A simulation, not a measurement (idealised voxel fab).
The following process module bears the name voxel self aligned contacts.
We display cut, a cross-section 245 nm in width whose square cells are each 5 nm.
Throughout this document, each cross-section is represented as a grid of square cells and is presented as a sequence of bands enumerated from the top downward, where a band comprises one or more rows of cells.
Band entry format. Leading values: height of top, height of bottom, nm. Remainder: materials in left-to-right order, each with its width in nm. Special words: "all across" on a single material, which then fills the band edge to edge; "empty", empty space.
Below 0: as-received wafer, all one material; heights counted from there. Lowest band: no bottom, goes on down, written "0 nm and below".
When a width is written as two numbers, as in "30 to 40", the first number is the width in the top row of cells of the band and the second is the width in its bottom row, and the width changes by the same amount from each row to the next.
Step note "all unchanged" = no cross-section cell changed.
Look at "Catalogued sealed voids" for the closed voids: empty spaces with no open path to the top, sized 8 cells or up. Each is width x height at distance, distance from the left edge, all nm.
Heads up: the bit after the settings on a step's line is the simulator's remark on that step.
overlay nm: where the mask lay relative to plan, measured to the right, on steps with a mask; negatives go left.
# These are the steps we planned for the process
step 1: RECEIVE: material Si
step 2: OXIDIZE: depth nm 5
step 3: DIRECTIONAL_DEP: material polySi, thk nm 20
step 4: DIRECTIONAL_DEP: material SiN, thk nm 20
step 5: PATTERN: tone cover, mask id GATE, material resist, width nm 35, pitch nm 60, thk nm 20, overlay nm 0
step 6: DIRECTIONAL_ETCH: etch materials SiN, depth nm 20
step 7: DIRECTIONAL_ETCH: etch materials polySi, depth nm 20
step 8: STRIP: etch materials resist
step 9: CONFORMAL_DEP: material SiN, thk nm 5
step 10: DIRECTIONAL_ETCH: etch materials SiN, depth nm 5
step 11: FILL_DEP: material SiO2, thk nm 10
step 12: CMP: height nm 45
step 13: MASKED_ETCH: tone open, mask id CONTACT, width nm 45, etch materials SiO2, depth nm 50, overlay nm 0
step 14: CONFORMAL_DEP: material TiN, thk nm 5
step 15: FILL_DEP: material W, thk nm 10
step 16: CMP: height nm 45
step 17: CONFORMAL_DEP: material SiN, thk nm 5
# Cross-section of the wafer upon arrival, representing the state reached after step 1
    0 nm and below = Si all across
    Catalogued sealed voids: none
# Cross-section, end of module. Start: as above. Plan: as above. Execution: one mistake
    50 nm to 45 nm = SiN all across
    45 nm to 40 nm = SiO2: 100  TiN: 30  W: 5  TiN: 10  SiO2: 100
    40 nm to 20 nm = SiO2: 80  SiN: 45  TiN: 5  W: 5  TiN: 5  SiN: 45  SiO2: 60
    20 nm to 0 nm = SiO2: 80  SiN: 5  polySi: 35  SiN: 5  TiN: 5  W: 5  TiN: 5  SiN: 5  polySi: 35  SiN: 5  SiO2: 60
    0 nm to -5 nm = SiO2: 125  TiN: 15  SiO2: 105
    -5 nm and below = Si all across
    Catalogued sealed voids: none
In executing the process, a mistake was made relative to the plan: heads up, step 5 didn't go per plan, it actually ran as PATTERN: tone cover, mask id GATE, material resist, width nm 35, pitch nm 60, thk nm 20, overlay nm 10
